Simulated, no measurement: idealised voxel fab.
A process module follows: voxel wiring stack.
We display cut, a cross-section 150 nm in width whose square cells are each 5 nm.
Think of the cross-section as a grid of square cells. We describe it in bands, top to bottom, and each band covers one or more rows of those cells. It is stipulated that each band's entry specify, in nanometres, the height of the top of the band and then that of its bottom, followed by the materials of the band in left-to-right sequence, each together with its width in nanometres. A single material marked by the word "full width" is understood to fill the band from edge to edge; the word "air" is understood to denote empty space. Note: height 0 marks the level under which the wafer is uniformly one material as received. Lowest band unbounded below, written "z 0 and below". The notation "30->40" denotes a width that varies across the rows of cells in the band, beginning at the first number in the top row, finishing at the second number in the bottom row, and changing by an identical amount from each row to the next. "everything unchanged" after a step means that no cell of the cross-section changed. Enclosed voids (no open way to top), threshold 8 cells or more, entry "Closed cavity list", notation width x height at distance, distance from left edge, nm. If you see something after the settings on a step's line, that's the simulator's own remark about that step. Each step line may optionally specify "overlay nm", which for a step with a mask gives the rightward distance between the mask's planned place and where it lay, a negative value indicating the leftward direction. Pairs, read this way: before one process step on the one hand, after it on the other, the after cross-section ending at the lowest band that changed; the step between, settings included, beneath. Same starting wafer throughout, but possibly different runs of this module, so no pair continues from the pair above unless its entry headed "Pre-step view" says so.

Pre-step view
    z 0 and below  Si full width
    Closed cavity list: none

Step Outcome
    z 15 to 0  SiO2 full width
    Below a height of 0, the structure has not been altered.
    Closed cavity list: none
The step occurring between the two cross-sections depicted above is identified as CONFORMAL_DEP, material SiO2, thk nm 15

Pre-step view: just use the after drawing of the pair above as your starting point.

Step Outcome
    z 20 to 15  SiCN full width
    Below a height of 15, the structure has not been altered.
    Closed cavity list: none
The step occurring between the two cross-sections depicted above is identified as CONFORMAL_DEP, material SiCN, thk nm 5

Pre-step view: just use the after drawing of the pair above as your starting point.

Step Outcome
    z 35 to 20  SiO2 full width
    Below a height of 20, the structure has not been altered.
    Closed cavity list: none
The step occurring between the two cross-sections depicted above is identified as DIRECTIONAL_DEP, material SiO2, thk nm 15

Pre-step view: just use the after drawing of the pair above as your starting point.

Step Outcome
    z 45 to 35  aC full width
    Below a height of 35, the structure has not been altered.
    Closed cavity list: none
The step occurring between the two cross-sections depicted above is identified as DIRECTIONAL_DEP, material aC, thk nm 10

Pre-step view: just use the after drawing of the pair above as your starting point.

Step Outcome
    z 70 to 45  resist 20 nm, then air 25 nm, then resist 15 nm, then air 25 nm, then resist 15 nm, then air 25 nm, then resist 25 nm
    Below a height of 45, the structure has not been altered.
    Closed cavity list: none
The step occurring between the two cross-sections depicted above is identified as PATTERN, tone open, mask id METAL_1, material resist, width nm 25, pitch nm 40, thk nm 25, overlay nm 0

Pre-step view: just use the after drawing of the pair above as your starting point.

Step Outcome
    z 60 to 45  resist 20 nm, then air 25 nm, then resist 15 nm, then air 25 nm, then resist 15 nm, then air 25 nm, then resist 25 nm
    z 45 to 35  aC 20 nm, then air 25 nm, then aC 15 nm, then air 25 nm, then aC 15 nm, then air 25 nm, then aC 25 nm
    Below a height of 35, the structure has not been altered.
    Closed cavity list: none
The step occurring between the two cross-sections depicted above is identified as DIRECTIONAL_ETCH, etch materials aC, depth nm 10

Pre-step view: just use the after drawing of the pair above as your starting point.

Step Outcome
    z 45 to 35  aC 20 nm, then air 25 nm, then aC 15 nm, then air 25 nm, then aC 15 nm, then air 25 nm, then aC 25 nm
    Below a height of 35, the structure has not been altered.
    Closed cavity list: none
The step occurring between the two cross-sections depicted above is identified as STRIP, etch materials resist

Pre-step view: just use the after drawing of the pair above as your starting point.

Step Outcome
    z 45 to 35  aC 20 nm, then air 25 nm, then aC 15 nm, then air 25 nm, then aC 15 nm, then air 25 nm, then aC 25 nm
    z 35 to 20  SiO2 20 nm, then air 25 nm, then SiO2 15 nm, then air 25 nm, then SiO2 15 nm, then air 25 nm, then SiO2 25 nm
    Below a height of 20, the structure has not been altered.
    Closed cavity list: none
The step occurring between the two cross-sections depicted above is identified as DIRECTIONAL_ETCH, etch materials SiO2, depth nm 15

Pre-step view: just use the after drawing of the pair above as your starting point.

Step Outcome
    z 45 to 35  aC 20 nm, then air 25 nm, then aC 15 nm, then air 25 nm, then aC 15 nm, then air 25 nm, then aC 25 nm
    z 35 to 20  SiO2 20 nm, then air 25 nm, then SiO2 15 nm, then air 25 nm, then SiO2 15 nm, then air 25 nm, then SiO2 25 nm
    z 20 to 15  SiCN 20 nm, then air 25 nm, then SiCN 15 nm, then air 25 nm, then SiCN 15 nm, then air 25 nm, then SiCN 25 nm
    Below a height of 15, the structure has not been altered.
    Closed cavity list: none
The step occurring between the two cross-sections depicted above is identified as DIRECTIONAL_ETCH, etch materials SiCN, depth nm 5

Pre-step view: just use the after drawing of the pair above as your starting point.

Step Outcome
    z 35 to 20  SiO2 20 nm, then air 25 nm, then SiO2 15 nm, then air 25 nm, then SiO2 15 nm, then air 25 nm, then SiO2 25 nm
    Below a height of 20, the structure has not been altered.
    Closed cavity list: none
The step occurring between the two cross-sections depicted above is identified as STRIP, etch materials aC

Pre-step view: just use the after drawing of the pair above as your starting point.

Step Outcome
    z 40 to 35  TiN 25 nm, then air 15 nm, then TiN 25 nm, then air 15 nm, then TiN 25 nm, then air 15 nm, then TiN 30 nm
    z 35 to 20  SiO2 20 nm, then TiN 5 nm, then air 15 nm, then TiN 5 nm, then SiO2 15 nm, then TiN 5 nm, then air 15 nm, then TiN 5 nm, then SiO2 15 nm, then TiN 5 nm, then air 15 nm, then TiN 5 nm, then SiO2 25 nm
    z 20 to 15  SiCN 20 nm, then TiN 25 nm, then SiCN 15 nm, then TiN 25 nm, then SiCN 15 nm, then TiN 25 nm, then SiCN 25 nm
    Below a height of 15, the structure has not been altered.
    Closed cavity list: none
The step occurring between the two cross-sections depicted above is identified as CONFORMAL_DEP, material TiN, thk nm 5

Pre-step view: just use the after drawing of the pair above as your starting point.

Step Outcome
    z 45 to 40  Cu full width
    z 40 to 35  TiN 25 nm, then Cu 15 nm, then TiN 25 nm, then Cu 15 nm, then TiN 25 nm, then Cu 15 nm, then TiN 30 nm
    z 35 to 20  SiO2 20 nm, then TiN 5 nm, then Cu 15 nm, then TiN 5 nm, then SiO2 15 nm, then TiN 5 nm, then Cu 15 nm, then TiN 5 nm, then SiO2 15 nm, then TiN 5 nm, then Cu 15 nm, then TiN 5 nm, then SiO2 25 nm
    Below a height of 20, the structure has not been altered.
    Closed cavity list: none
The step occurring between the two cross-sections depicted above is identified as FILL_DEP, material Cu, thk nm 5

Pre-step view: just use the after drawing of the pair above as your starting point.

Step Outcome
    z 35 to 20  SiO2 20 nm, then TiN 5 nm, then Cu 15 nm, then TiN 5 nm, then SiO2 15 nm, then TiN 5 nm, then Cu 15 nm, then TiN 5 nm, then SiO2 15 nm, then TiN 5 nm, then Cu 15 nm, then TiN 5 nm, then SiO2 25 nm
    Below a height of 20, the structure has not been altered.
    Closed cavity list: none
The step occurring between the two cross-sections depicted above is identified as CMP, height nm 35

Pre-step view: just use the after drawing of the pair above as your starting point.

Step Outcome
    z 40 to 35  SiCN full width
    Below a height of 35, the structure has not been altered.
    Closed cavity list: none
The step occurring between the two cross-sections depicted above is identified as CONFORMAL_DEP, material SiCN, thk nm 5

Pre-step view: just use the after drawing of the pair above as your starting point.

Step Outcome
    z 70 to 40  lowk full width
    Below a height of 40, the structure has not been altered.
    Closed cavity list: none
The step occurring between the two cross-sections depicted above is identified as DIRECTIONAL_DEP, material lowk, thk nm 30

Pre-step view: just use the after drawing of the pair above as your starting point.

Step Outcome
    z 85 to 70  aC full width
    Below a height of 70, the structure has not been altered.
    Closed cavity list: none
The step occurring between the two cross-sections depicted above is identified as DIRECTIONAL_DEP, material aC, thk nm 15

Pre-step view: just use the after drawing of the pair above as your starting point.

Step Outcome
    z 115 to 85  resist 20 nm, then air 25 nm, then resist 15 nm, then air 25 nm, then resist 15 nm, then air 25 nm, then resist 25 nm
    Below a height of 85, the structure has not been altered.
    Closed cavity list: none
The step occurring between the two cross-sections depicted above is identified as PATTERN, tone open, mask id METAL_2, material resist, width nm 25, pitch nm 40, thk nm 30, overlay nm 0

Pre-step view: just use the after drawing of the pair above as your starting point.

Step Outcome
    z 100 to 85  resist 20 nm, then air 25 nm, then resist 15 nm, then air 25 nm, then resist 15 nm, then air 25 nm, then resist 25 nm
    z 85 to 70  aC 20 nm, then air 25 nm, then aC 15 nm, then air 25 nm, then aC 15 nm, then air 25 nm, then aC 25 nm
    Below a height of 70, the structure has not been altered.
    Closed cavity list: none
The step occurring between the two cross-sections depicted above is identified as DIRECTIONAL_ETCH, etch materials aC, depth nm 15

Pre-step view: just use the after drawing of the pair above as your starting point.

Step Outcome
    z 85 to 70  aC 20 nm, then air 25 nm, then aC 15 nm, then air 25 nm, then aC 15 nm, then air 25 nm, then aC 25 nm
    Below a height of 70, the structure has not been altered.
    Closed cavity list: none
The step occurring between the two cross-sections depicted above is identified as STRIP, etch materials resist

Pre-step view: just use the after drawing of the pair above as your starting point.

Step Outcome
    z 85 to 70  aC 20 nm, then air 25 nm, then aC 15 nm, then air 25 nm, then aC 15 nm, then air 25 nm, then aC 25 nm
    z 70 to 55  lowk 20 nm, then air 25 nm, then lowk 15 nm, then air 25 nm, then lowk 15 nm, then air 25 nm, then lowk 25 nm
    Below a height of 55, the structure has not been altered.
    Closed cavity list: none
The step occurring between the two cross-sections depicted above is identified as DIRECTIONAL_ETCH, etch materials lowk, depth nm 15

Pre-step view: just use the after drawing of the pair above as your starting point.

Step Outcome
    z 70 to 55  lowk 20 nm, then air 25 nm, then lowk 15 nm, then air 25 nm, then lowk 15 nm, then air 25 nm, then lowk 25 nm
    Below a height of 55, the structure has not been altered.
    Closed cavity list: none
The step occurring between the two cross-sections depicted above is identified as STRIP, etch materials aC

Pre-step view: just use the after drawing of the pair above as your starting point.

Step Outcome
    z 70 to 55  lowk 20 nm, then air 25 nm, then lowk 15 nm, then air 25 nm, then lowk 15 nm, then air 25 nm, then lowk 25 nm
    z 55 to 40  lowk 20 nm, then air 15 nm, then lowk 65 nm, then air 15 nm, then lowk 35 nm
    Below a height of 40, the structure has not been altered.
    Closed cavity list: none
The step occurring between the two cross-sections depicted above is identified as MASKED_ETCH, tone open, mask id METAL_2_HOLES, width nm 15, pitch nm 80, etch materials lowk, depth nm 15, overlay nm 0

Pre-step view: just use the after drawing of the pair above as your starting point.

Step Outcome
    z 70 to 55  lowk 20 nm, then air 25 nm, then lowk 15 nm, then air 25 nm, then lowk 15 nm, then air 25 nm, then lowk 25 nm
    z 55 to 40  lowk 20 nm, then air 15 nm, then lowk 65 nm, then air 15 nm, then lowk 35 nm
    z 40 to 35  SiCN 20 nm, then air 15 nm, then SiCN 65 nm, then air 15 nm, then SiCN 35 nm
    Below a height of 35, the structure has not been altered.
    Closed cavity list: none
The step occurring between the two cross-sections depicted above is identified as MASKED_ETCH, tone open, mask id METAL_2_HOLES, width nm 15, pitch nm 80, etch materials SiCN, depth nm 5, overlay nm 0

Pre-step view: just use the after drawing of the pair above as your starting point.

Step Outcome
    z 75 to 70  TiN 25 nm, then air 15 nm, then TiN 25 nm, then air 15 nm, then TiN 25 nm, then air 15 nm, then TiN 30 nm
    z 70 to 60  lowk 20 nm, then TiN 5 nm, then air 15 nm, then TiN 5 nm, then lowk 15 nm, then TiN 5 nm, then air 15 nm, then TiN 5 nm, then lowk 15 nm, then TiN 5 nm, then air 15 nm, then TiN 5 nm, then lowk 25 nm
    z 60 to 55  lowk 20 nm, then TiN 5 nm, then air 5 nm, then TiN 15 nm, then lowk 15 nm, then TiN 25 nm, then lowk 15 nm, then TiN 5 nm, then air 5 nm, then TiN 15 nm, then lowk 25 nm
    z 55 to 40  lowk 20 nm, then TiN 5 nm, then air 5 nm, then TiN 5 nm, then lowk 65 nm, then TiN 5 nm, then air 5 nm, then TiN 5 nm, then lowk 35 nm
    z 40 to 35  SiCN 20 nm, then TiN 15 nm, then SiCN 65 nm, then TiN 15 nm, then SiCN 35 nm
    Below a height of 35, the structure has not been altered.
    Closed cavity list: none
The step occurring between the two cross-sections depicted above is identified as CONFORMAL_DEP, material TiN, thk nm 5

Pre-step view: just use the after drawing of the pair above as your starting point.

Step Outcome
    z 85 to 75  Ru full width
    z 75 to 70  TiN 25 nm, then Ru 15 nm, then TiN 25 nm, then Ru 15 nm, then TiN 25 nm, then Ru 15 nm, then TiN 30 nm
    z 70 to 60  lowk 20 nm, then TiN 5 nm, then Ru 15 nm, then TiN 5 nm, then lowk 15 nm, then TiN 5 nm, then Ru 15 nm, then TiN 5 nm, then lowk 15 nm, then TiN 5 nm, then Ru 15 nm, then TiN 5 nm, then lowk 25 nm
    z 60 to 55  lowk 20 nm, then TiN 5 nm, then Ru 5 nm, then TiN 15 nm, then lowk 15 nm, then TiN 25 nm, then lowk 15 nm, then TiN 5 nm, then Ru 5 nm, then TiN 15 nm, then lowk 25 nm
    z 55 to 40  lowk 20 nm, then TiN 5 nm, then Ru 5 nm, then TiN 5 nm, then lowk 65 nm, then TiN 5 nm, then Ru 5 nm, then TiN 5 nm, then lowk 35 nm
    Below a height of 40, the structure has not been altered.
    Closed cavity list: none
The step occurring between the two cross-sections depicted above is identified as FILL_DEP, material Ru, thk nm 10

Pre-step view: just use the after drawing of the pair above as your starting point.

Step Outcome
    z 70 to 60  lowk 20 nm, then TiN 5 nm, then Ru 15 nm, then TiN 5 nm, then lowk 15 nm, then TiN 5 nm, then Ru 15 nm, then TiN 5 nm, then lowk 15 nm, then TiN 5 nm, then Ru 15 nm, then TiN 5 nm, then lowk 25 nm
    Below a height of 60, the structure has not been altered.
    Closed cavity list: none
The step occurring between the two cross-sections depicted above is identified as CMP, height nm 70

Pre-step view: just use the after drawing of the pair above as your starting point.

Step Outcome
    z 75 to 70  SiN full width
    Below a height of 70, the structure has not been altered.
    Closed cavity list: none
The step occurring between the two cross-sections depicted above is identified as CONFORMAL_DEP, material SiN, thk nm 5

Pre-step view
    z 85 to 75  Ru full width
    z 75 to 70  TiN 25 nm, then Ru 15 nm, then TiN 25 nm, then Ru 15 nm, then TiN 25 nm, then Ru 15 nm, then TiN 30 nm
    z 70 to 60  lowk 20 nm, then TiN 5 nm, then Ru 15 nm, then TiN 5 nm, then lowk 15 nm, then TiN 5 nm, then Ru 15 nm, then TiN 5 nm, then lowk 15 nm, then TiN 5 nm, then Ru 15 nm, then TiN 5 nm, then lowk 25 nm
    z 60 to 55  lowk 20 nm, then TiN 5 nm, then Ru 5 nm, then TiN 15 nm, then lowk 15 nm, then TiN 25 nm, then lowk 15 nm, then TiN 5 nm, then Ru 5 nm, then TiN 15 nm, then lowk 25 nm
    z 55 to 40  lowk 20 nm, then TiN 5 nm, then Ru 5 nm, then TiN 5 nm, then lowk 65 nm, then TiN 5 nm, then Ru 5 nm, then TiN 5 nm, then lowk 35 nm
    z 40 to 35  SiCN 20 nm, then TiN 15 nm, then SiCN 65 nm, then TiN 15 nm, then SiCN 35 nm
    z 35 to 20  SiO2 20 nm, then TiN 5 nm, then Cu 15 nm, then TiN 5 nm, then SiO2 15 nm, then TiN 5 nm, then Cu 15 nm, then TiN 5 nm, then SiO2 15 nm, then TiN 5 nm, then Cu 15 nm, then TiN 5 nm, then SiO2 25 nm
    z 20 to 15  SiCN 20 nm, then TiN 25 nm, then SiCN 15 nm, then TiN 25 nm, then SiCN 15 nm, then TiN 25 nm, then SiCN 25 nm
    z 15 to 0  SiO2 full width
    z 0 and below  Si full width
    Closed cavity list: none

Step Outcome
    z 90 to 85  SiN full width
    Below a height of 85, the structure has not been altered.
    Closed cavity list: none
The step occurring between the two cross-sections depicted above is identified as CONFORMAL_DEP, material SiN, thk nm 5

Pre-step view
    z 85 to 70  aC 20 nm, then air 25 nm, then aC 15 nm, then air 25 nm, then aC 15 nm, then air 25 nm, then aC 25 nm
    z 70 to 55  lowk 20 nm, then air 25 nm, then lowk 15 nm, then air 25 nm, then lowk 15 nm, then air 25 nm, then lowk 25 nm
    z 55 to 40  lowk full width
    z 40 to 35  SiCN full width
    z 35 to 20  SiO2 20 nm, then TiN 5 nm, then Cu 15 nm, then TiN 5 nm, then SiO2 15 nm, then TiN 5 nm, then Cu 15 nm, then TiN 5 nm, then SiO2 15 nm, then TiN 5 nm, then Cu 15 nm, then TiN 5 nm, then SiO2 25 nm
    z 20 to 15  SiCN 20 nm, then TiN 25 nm, then SiCN 15 nm, then TiN 25 nm, then SiCN 15 nm, then TiN 25 nm, then SiCN 25 nm
    z 15 to 0  SiO2 full width
    z 0 and below  Si full width
    Closed cavity list: none

Step Outcome
    z 85 to 70  aC 20 nm, then air 25 nm, then aC 15 nm, then air 25 nm, then aC 15 nm, then air 25 nm, then aC 25 nm
    z 70 to 40  lowk 20 nm, then air 25 nm, then lowk 15 nm, then air 25 nm, then lowk 15 nm, then air 25 nm, then lowk 25 nm
    Below a height of 40, the structure has not been altered.
    Closed cavity list: none
The step occurring between the two cross-sections depicted above is identified as DIRECTIONAL_ETCH, etch materials lowk, depth nm 15

Pre-step view: just use the after drawing of the pair above as your starting point.

Step Outcome
    z 70 to 40  lowk 20 nm, then air 25 nm, then lowk 15 nm, then air 25 nm, then lowk 15 nm, then air 25 nm, then lowk 25 nm
    Below a height of 40, the structure has not been altered.
    Closed cavity list: none
The step occurring between the two cross-sections depicted above is identified as STRIP, etch materials aC

Pre-step view: just use the after drawing of the pair above as your starting point.

Step Outcome
    z 70 to 40  lowk 20 nm, then air 25 nm, then lowk 15 nm, then air 25 nm, then lowk 15 nm, then air 25 nm, then lowk 25 nm
    z 40 to 35  SiCN 20 nm, then air 15 nm, then SiCN 65 nm, then air 15 nm, then SiCN 35 nm
    Below a height of 35, the structure has not been altered.
    Closed cavity list: none
The step occurring between the two cross-sections depicted above is identified as MASKED_ETCH, tone open, mask id METAL_2_HOLES, width nm 15, pitch nm 80, etch materials SiCN, depth nm 5, overlay nm 0

Pre-step view: just use the after drawing of the pair above as your starting point.

Step Outcome
    z 75 to 70  TiN 25 nm, then air 15 nm, then TiN 25 nm, then air 15 nm, then TiN 25 nm, then air 15 nm, then TiN 30 nm
    z 70 to 45  lowk 20 nm, then TiN 5 nm, then air 15 nm, then TiN 5 nm, then lowk 15 nm, then TiN 5 nm, then air 15 nm, then TiN 5 nm, then lowk 15 nm, then TiN 5 nm, then air 15 nm, then TiN 5 nm, then lowk 25 nm
    z 45 to 40  lowk 20 nm, then TiN 5 nm, then air 5 nm, then TiN 15 nm, then lowk 15 nm, then TiN 25 nm, then lowk 15 nm, then TiN 5 nm, then air 5 nm, then TiN 15 nm, then lowk 25 nm
    z 40 to 35  SiCN 20 nm, then TiN 15 nm, then SiCN 65 nm, then TiN 15 nm, then SiCN 35 nm
    Below a height of 35, the structure has not been altered.
    Closed cavity list: none
The step occurring between the two cross-sections depicted above is identified as CONFORMAL_DEP, material TiN, thk nm 5

Pre-step view: just use the after drawing of the pair above as your starting point.

Step Outcome
    z 85 to 75  Ru full width
    z 75 to 70  TiN 25 nm, then Ru 15 nm, then TiN 25 nm, then Ru 15 nm, then TiN 25 nm, then Ru 15 nm, then TiN 30 nm
    z 70 to 45  lowk 20 nm, then TiN 5 nm, then Ru 15 nm, then TiN 5 nm, then lowk 15 nm, then TiN 5 nm, then Ru 15 nm, then TiN 5 nm, then lowk 15 nm, then TiN 5 nm, then Ru 15 nm, then TiN 5 nm, then lowk 25 nm
    z 45 to 40  lowk 20 nm, then TiN 5 nm, then Ru 5 nm, then TiN 15 nm, then lowk 15 nm, then TiN 25 nm, then lowk 15 nm, then TiN 5 nm, then Ru 5 nm, then TiN 15 nm, then lowk 25 nm
    Below a height of 40, the structure has not been altered.
    Closed cavity list: none
The step occurring between the two cross-sections depicted above is identified as FILL_DEP, material Ru, thk nm 10

Pre-step view: just use the after drawing of the pair above as your starting point.

Step Outcome
    z 70 to 45  lowk 20 nm, then TiN 5 nm, then Ru 15 nm, then TiN 5 nm, then lowk 15 nm, then TiN 5 nm, then Ru 15 nm, then TiN 5 nm, then lowk 15 nm, then TiN 5 nm, then Ru 15 nm, then TiN 5 nm, then lowk 25 nm
    Below a height of 45, the structure has not been altered.
    Closed cavity list: none
The step occurring between the two cross-sections depicted above is identified as CMP, height nm 70

Pre-step view: just use the after drawing of the pair above as your starting point.

Step Outcome
    z 75 to 70  SiN full width
    Below a height of 70, the structure has not been altered.
    Closed cavity list: none
The step occurring between the two cross-sections depicted above is identified as CONFORMAL_DEP, material SiN, thk nm 5

Pre-step view
    z 0 and below  Si full width
    Closed cavity list: none

Step Outcome
    z 5 to 0  SiCN full width
    Below a height of 0, the structure has not been altered.
    Closed cavity list: none
The step occurring between the two cross-sections depicted above is identified as CONFORMAL_DEP, material SiCN, thk nm 5

Pre-step view: just use the after drawing of the pair above as your starting point.

Step Outcome
    z 20 to 5  SiO2 full width
    Below a height of 5, the structure has not been altered.
    Closed cavity list: none
The step occurring between the two cross-sections depicted above is identified as CONFORMAL_DEP, material SiO2, thk nm 15

Pre-step view: just use the after drawing of the pair above as your starting point.

Step Outcome
    z 35 to 5  SiO2 full width
    Below a height of 5, the structure has not been altered.
    Closed cavity list: none
The step occurring between the two cross-sections depicted above is identified as DIRECTIONAL_DEP, material SiO2, thk nm 15

Pre-step view: just use the after drawing of the pair above as your starting point.

Step Outcome
    z 45 to 35  aC full width
    Below a height of 35, the structure has not been altered.
    Closed cavity list: none
The step occurring between the two cross-sections depicted above is identified as DIRECTIONAL_DEP, material aC, thk nm 10

Pre-step view: just use the after drawing of the pair above as your starting point.

Step Outcome
    z 70 to 45  resist 20 nm, then air 25 nm, then resist 15 nm, then air 25 nm, then resist 15 nm, then air 25 nm, then resist 25 nm
    Below a height of 45, the structure has not been altered.
    Closed cavity list: none
The step occurring between the two cross-sections depicted above is identified as PATTERN, tone open, mask id METAL_1, material resist, width nm 25, pitch nm 40, thk nm 25, overlay nm 0

Pre-step view: just use the after drawing of the pair above as your starting point.

Step Outcome
    z 60 to 45  resist 20 nm, then air 25 nm, then resist 15 nm, then air 25 nm, then resist 15 nm, then air 25 nm, then resist 25 nm
    z 45 to 35  aC 20 nm, then air 25 nm, then aC 15 nm, then air 25 nm, then aC 15 nm, then air 25 nm, then aC 25 nm
    Below a height of 35, the structure has not been altered.
    Closed cavity list: none
The step occurring between the two cross-sections depicted above is identified as DIRECTIONAL_ETCH, etch materials aC, depth nm 10

Pre-step view: just use the after drawing of the pair above as your starting point.

Step Outcome
    z 45 to 35  aC 20 nm, then air 25 nm, then aC 15 nm, then air 25 nm, then aC 15 nm, then air 25 nm, then aC 25 nm
    Below a height of 35, the structure has not been altered.
    Closed cavity list: none
The step occurring between the two cross-sections depicted above is identified as STRIP, etch materials resist

Pre-step view: just use the after drawing of the pair above as your starting point.

Step Outcome
    z 45 to 35  aC 20 nm, then air 25 nm, then aC 15 nm, then air 25 nm, then aC 15 nm, then air 25 nm, then aC 25 nm
    z 35 to 20  SiO2 20 nm, then air 25 nm, then SiO2 15 nm, then air 25 nm, then SiO2 15 nm, then air 25 nm, then SiO2 25 nm
    Below a height of 20, the structure has not been altered.
    Closed cavity list: none
The step occurring between the two cross-sections depicted above is identified as DIRECTIONAL_ETCH, etch materials SiO2, depth nm 15

Pre-step view: just use the after drawing of the pair above as your starting point.

Step Outcome
    z 35 to 20  SiO2 20 nm, then air 25 nm, then SiO2 15 nm, then air 25 nm, then SiO2 15 nm, then air 25 nm, then SiO2 25 nm
    Below a height of 20, the structure has not been altered.
    Closed cavity list: none
The step occurring between the two cross-sections depicted above is identified as STRIP, etch materials aC

Pre-step view: just use the after drawing of the pair above as your starting point.

Step Outcome
    z 40 to 35  TiN 25 nm, then air 15 nm, then TiN 25 nm, then air 15 nm, then TiN 25 nm, then air 15 nm, then TiN 30 nm
    z 35 to 25  SiO2 20 nm, then TiN 5 nm, then air 15 nm, then TiN 5 nm, then SiO2 15 nm, then TiN 5 nm, then air 15 nm, then TiN 5 nm, then SiO2 15 nm, then TiN 5 nm, then air 15 nm, then TiN 5 nm, then SiO2 25 nm
    z 25 to 20  SiO2 20 nm, then TiN 25 nm, then SiO2 15 nm, then TiN 25 nm, then SiO2 15 nm, then TiN 25 nm, then SiO2 25 nm
    Below a height of 20, the structure has not been altered.
    Closed cavity list: none
The step occurring between the two cross-sections depicted above is identified as CONFORMAL_DEP, material TiN, thk nm 5

Pre-step view: just use the after drawing of the pair above as your starting point.

Step Outcome
    z 45 to 40  Cu full width
    z 40 to 35  TiN 25 nm, then Cu 15 nm, then TiN 25 nm, then Cu 15 nm, then TiN 25 nm, then Cu 15 nm, then TiN 30 nm
    z 35 to 25  SiO2 20 nm, then TiN 5 nm, then Cu 15 nm, then TiN 5 nm, then SiO2 15 nm, then TiN 5 nm, then Cu 15 nm, then TiN 5 nm, then SiO2 15 nm, then TiN 5 nm, then Cu 15 nm, then TiN 5 nm, then SiO2 25 nm
    Below a height of 25, the structure has not been altered.
    Closed cavity list: none
The step occurring between the two cross-sections depicted above is identified as FILL_DEP, material Cu, thk nm 5

Pre-step view: just use the after drawing of the pair above as your starting point.

Step Outcome
    z 35 to 25  SiO2 20 nm, then TiN 5 nm, then Cu 15 nm, then TiN 5 nm, then SiO2 15 nm, then TiN 5 nm, then Cu 15 nm, then TiN 5 nm, then SiO2 15 nm, then TiN 5 nm, then Cu 15 nm, then TiN 5 nm, then SiO2 25 nm
    Below a height of 25, the structure has not been altered.
    Closed cavity list: none
The step occurring between the two cross-sections depicted above is identified as CMP, height nm 35

Pre-step view: just use the after drawing of the pair above as your starting point.

Step Outcome
    z 40 to 35  SiCN full width
    Below a height of 35, the structure has not been altered.
    Closed cavity list: none
The step occurring between the two cross-sections depicted above is identified as CONFORMAL_DEP, material SiCN, thk nm 5

Pre-step view: just use the after drawing of the pair above as your starting point.

Step Outcome
    z 70 to 40  lowk full width
    Below a height of 40, the structure has not been altered.
    Closed cavity list: none
The step occurring between the two cross-sections depicted above is identified as DIRECTIONAL_DEP, material lowk, thk nm 30

Pre-step view: just use the after drawing of the pair above as your starting point.

Step Outcome
    z 85 to 70  aC full width
    Below a height of 70, the structure has not been altered.
    Closed cavity list: none
The step occurring between the two cross-sections depicted above is identified as DIRECTIONAL_DEP, material aC, thk nm 15

Pre-step view: just use the after drawing of the pair above as your starting point.

Step Outcome
    z 115 to 85  resist 20 nm, then air 25 nm, then resist 15 nm, then air 25 nm, then resist 15 nm, then air 25 nm, then resist 25 nm
    Below a height of 85, the structure has not been altered.
    Closed cavity list: none
The step occurring between the two cross-sections depicted above is identified as PATTERN, tone open, mask id METAL_2, material resist, width nm 25, pitch nm 40, thk nm 30, overlay nm 0

Pre-step view: just use the after drawing of the pair above as your starting point.

Step Outcome
    z 100 to 85  resist 20 nm, then air 25 nm, then resist 15 nm, then air 25 nm, then resist 15 nm, then air 25 nm, then resist 25 nm
    z 85 to 70  aC 20 nm, then air 25 nm, then aC 15 nm, then air 25 nm, then aC 15 nm, then air 25 nm, then aC 25 nm
    Below a height of 70, the structure has not been altered.
    Closed cavity list: none
The step occurring between the two cross-sections depicted above is identified as DIRECTIONAL_ETCH, etch materials aC, depth nm 15

Pre-step view: just use the after drawing of the pair above as your starting point.

Step Outcome
    z 85 to 70  aC 20 nm, then air 25 nm, then aC 15 nm, then air 25 nm, then aC 15 nm, then air 25 nm, then aC 25 nm
    Below a height of 70, the structure has not been altered.
    Closed cavity list: none
The step occurring between the two cross-sections depicted above is identified as STRIP, etch materials resist

Pre-step view: just use the after drawing of the pair above as your starting point.

Step Outcome
    z 85 to 70  aC 20 nm, then air 25 nm, then aC 15 nm, then air 25 nm, then aC 15 nm, then air 25 nm, then aC 25 nm
    z 70 to 55  lowk 20 nm, then air 25 nm, then lowk 15 nm, then air 25 nm, then lowk 15 nm, then air 25 nm, then lowk 25 nm
    Below a height of 55, the structure has not been altered.
    Closed cavity list: none
The step occurring between the two cross-sections depicted above is identified as DIRECTIONAL_ETCH, etch materials lowk, depth nm 15

Pre-step view: just use the after drawing of the pair above as your starting point.

Step Outcome
    z 70 to 55  lowk 20 nm, then air 25 nm, then lowk 15 nm, then air 25 nm, then lowk 15 nm, then air 25 nm, then lowk 25 nm
    Below a height of 55, the structure has not been altered.
    Closed cavity list: none
The step occurring between the two cross-sections depicted above is identified as STRIP, etch materials aC

Pre-step view: just use the after drawing of the pair above as your starting point.

Step Outcome
    z 70 to 55  lowk 20 nm, then air 25 nm, then lowk 15 nm, then air 25 nm, then lowk 15 nm, then air 25 nm, then lowk 25 nm
    z 55 to 40  lowk 20 nm, then air 15 nm, then lowk 65 nm, then air 15 nm, then lowk 35 nm
    Below a height of 40, the structure has not been altered.
    Closed cavity list: none
The step occurring between the two cross-sections depicted above is identified as MASKED_ETCH, tone open, mask id METAL_2_HOLES, width nm 15, pitch nm 80, etch materials lowk, depth nm 15, overlay nm 0

Pre-step view: just use the after drawing of the pair above as your starting point.

Step Outcome
    z 70 to 55  lowk 20 nm, then air 25 nm, then lowk 15 nm, then air 25 nm, then lowk 15 nm, then air 25 nm, then lowk 25 nm
    z 55 to 40  lowk 20 nm, then air 15 nm, then lowk 65 nm, then air 15 nm, then lowk 35 nm
    z 40 to 35  SiCN 20 nm, then air 15 nm, then SiCN 65 nm, then air 15 nm, then SiCN 35 nm
    Below a height of 35, the structure has not been altered.
    Closed cavity list: none
The step occurring between the two cross-sections depicted above is identified as MASKED_ETCH, tone open, mask id METAL_2_HOLES, width nm 15, pitch nm 80, etch materials SiCN, depth nm 5, overlay nm 0
